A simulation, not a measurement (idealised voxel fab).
The process module that follows is named voxel local oxidation.
In the cross-section labelled cut, the width is 290 nm and each square cell is 5 nm.
How to read a cross-section here: the picture is a grid of square cells, written as bands going from the top down, and any band can span one or more rows of cells. Heads up on the band format: heights come first, top then bottom, in nm. After that it's the materials left to right, each with its width in nm. A single material flagged "full width" fills the whole band edge to edge, and "air" means there's empty space there. Ref level 0: as-received wafer is one material below here. Bottom band extends down with no lower bound ("0 down"). When a width is written as two numbers, as in "30..40", the first number is the width in the top row of cells of the band and the second is the width in its bottom row, and the width changes by the same amount from each row to the next. Basically "no modifications" means that step didn't change any cell in the cross-section. Each empty space that has no open way to the top and spans at least 8 cells appears under "Trapped cavities" as width x height at distance, the distance counted from the left edge, all in nm. Past the settings on a step's line: simulator remark, on that step. overlay nm: on a step with a mask, how far right of its planned place the mask lay; negative means left.
## Steps planned for the process
1) op RECEIVE | material Si
2) op OXIDIZE | depth nm 5
3) op CONFORMAL_DEP | material SiN | thk nm 15
4) op DIRECTIONAL_DEP | material aC | thk nm 15
5) op PATTERN | tone cover | mask id ACTIVE | material resist | width nm 110 | thk nm 35 | overlay nm 0
6) op DIRECTIONAL_ETCH | etch materials aC | depth nm 5
7) op STRIP | etch materials resist
8) op DIRECTIONAL_ETCH | etch materials SiN | depth nm 15
9) op STRIP | etch materials aC
10) op SELECTIVE_ETCH | etch materials SiO2 | depth nm 5
11) op OXIDIZE | depth nm 15
12) op STRIP | etch materials SiN
Be aware that, although all wafers share a common starting state, the depth nm at step 6 differs among them, and the plan displays the first wafer's value.
## As-received state after step 1, first of several wafers, cross-section
* 0 down | Si full width
* Trapped cavities: none
## The table below has one row for each wafer; a row shows, as of the end of the module, how many cells of each material the wafer has gained, marked (+), or lost, marked (-), since it was received, and then the wafer's closed voids
depth nm 5, -58 Si, +58 SiO2, Trapped cavities: none
depth nm 10, -58 Si, +58 SiO2, Trapped cavities: none
depth nm 15, -190 Si, +152 SiO2, Trapped cavities: none
depth nm 20, -190 Si, +152 SiO2, Trapped cavities: none
depth nm 25, -190 Si, +152 SiO2, Trapped cavities: none
depth nm 30, -190 Si, +152 SiO2, Trapped cavities: none
